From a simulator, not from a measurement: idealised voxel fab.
This section sets out a process module, namely voxel self aligned contacts.
Displayed cross-section: cut, width of 215 nm, square cells sized 5 nm.
A cross-section in this document is a grid of square cells, and it is written down as bands, the top band listed before the ones below it; a band is made up of one or more rows of cells.
Top height, bottom height, nm. Materials left to right, width each, nm. Single material + "edge to edge" = fills band edge to edge. "empty" = empty.
The level at which height equals 0 is the one under which the wafer, as it arrives, is entirely one material. No lower edge exists for the bottom band, which continues downward and is notated as in "0..down".
Quick explanation for "30->40": the width changes in equal steps down the rows of cells, from the first number in the band's top row to the second number in its bottom row.
"changes: none" (step): cross-section cells unchanged, all of them.
Closed cavity list: empty space of 8 cells or more with no open way to the top, each as width x height at its distance from the left edge, in nm
That trailing text on a step's line, after the settings, is the simulator's own remark on the step.
overlay nm: mask offset rightward from planned place, masked step; negative means leftward offset.

### This section lists the process steps that were planned
| 1 | RECEIVE with material Si |
| 2 | CONFORMAL_DEP with material SiO2, thk nm 5 |
| 3 | DIRECTIONAL_DEP with material polySi, thk nm 20 |
| 4 | DIRECTIONAL_DEP with material SiN, thk nm 25 |
| 5 | MASKED_ETCH with tone cover, mask id GATE, width nm 25, pitch nm 65, etch materials SiN, depth nm 25, overlay nm 0 |
| 6 | MASKED_ETCH with tone cover, mask id GATE, width nm 25, pitch nm 65, etch materials polySi, depth nm 20, overlay nm 0 |
| 7 | CONFORMAL_DEP with material SiN, thk nm 10 |
| 8 | DIRECTIONAL_ETCH with etch materials SiN, depth nm 10 |
| 9 | FILL_DEP with material SiO2, thk nm 20 |
| 10 | CMP with height nm 60 |
| 11 | DIRECTIONAL_DEP with material aC, thk nm 15 |
| 12 | PATTERN with tone open, mask id CONTACT, material resist, width nm 50, pitch nm 65, thk nm 35, overlay nm 0 |
| 13 | DIRECTIONAL_ETCH with etch materials aC, depth nm 15 |
| 14 | STRIP with etch materials resist |
| 15 | DIRECTIONAL_ETCH with etch materials SiO2, depth nm 60 |
| 16 | STRIP with etch materials aC |
| 17 | CONFORMAL_DEP with material TiN, thk nm 5 |
| 18 | FILL_DEP with material Ru, thk nm 5 |
| 19 | CMP with height nm 60 |
| 20 | CONFORMAL_DEP with material SiCN, thk nm 5 |

### Shown in cross-section is the wafer as received, that is, as it stands after step 1
> 0..down = Si edge to edge
> Closed cavity list: none

### Cross-sectional view of the first of the two wafers upon completion of the module, processed in accordance with the plan
> 65..60 = SiCN edge to edge
> 60..50 = 50 nm SiO2, 5->20 nm TiN, 40->10 nm Ru, 5->20 nm TiN, 15 nm SiO2, 5->20 nm TiN, 40->10 nm Ru, 5->20 nm TiN, 50 nm SiO2
> 50..25 = 20 nm SiO2, 45 nm SiN, 5 nm TiN, 10 nm Ru, 5 nm TiN, 45 nm SiN, 5 nm TiN, 10 nm Ru, 5 nm TiN, 45 nm SiN, 20 nm SiO2
> 25..5 = 20 nm SiO2, 10 nm SiN, 25 nm polySi, 10 nm SiN, 5 nm TiN, 10 nm Ru, 5 nm TiN, 10 nm SiN, 25 nm polySi, 10 nm SiN, 5 nm TiN, 10 nm Ru, 5 nm TiN, 10 nm SiN, 25 nm polySi, 10 nm SiN, 20 nm SiO2
> 5..0 = 65 nm SiO2, 20 nm TiN, 45 nm SiO2, 20 nm TiN, 65 nm SiO2
> 0..down = Si edge to edge
> Closed cavity list: none

### So this is wafer number two of the two, cut at the end of the module - it started where the first did and had the same plan, we just got one thing wrong running it
> 65..60 = SiCN edge to edge
> 60..50 = 55 nm SiO2, 5->15 nm TiN, 30->10 nm Ru, 5->15 nm TiN, 25 nm SiO2, 5->15 nm TiN, 30->10 nm Ru, 5->15 nm TiN, 55 nm SiO2
> 50..25 = 20 nm SiO2, 45 nm SiN, 5 nm TiN, 10 nm Ru, 5 nm TiN, 45 nm SiN, 5 nm TiN, 10 nm Ru, 5 nm TiN, 45 nm SiN, 20 nm SiO2
> 25..5 = 20 nm SiO2, 10 nm SiN, 25 nm polySi, 10 nm SiN, 5 nm TiN, 10 nm Ru, 5 nm TiN, 10 nm SiN, 25 nm polySi, 10 nm SiN, 5 nm TiN, 10 nm Ru, 5 nm TiN, 10 nm SiN, 25 nm polySi, 10 nm SiN, 20 nm SiO2
> 5..0 = 65 nm SiO2, 20 nm TiN, 45 nm SiO2, 20 nm TiN, 65 nm SiO2
> 0..down = Si edge to edge
> Closed cavity list: none
So what did we get wrong on this run? step 12 ran differently from the plan; actual operation with settings: PATTERN with tone open, mask id CONTACT, material resist, width nm 40, pitch nm 65, thk nm 35, overlay nm 0
Materials where the second wafer ends with more or fewer cells than the first: Ru: 4 fewer | SiO2: 8 more | TiN: 4 fewer
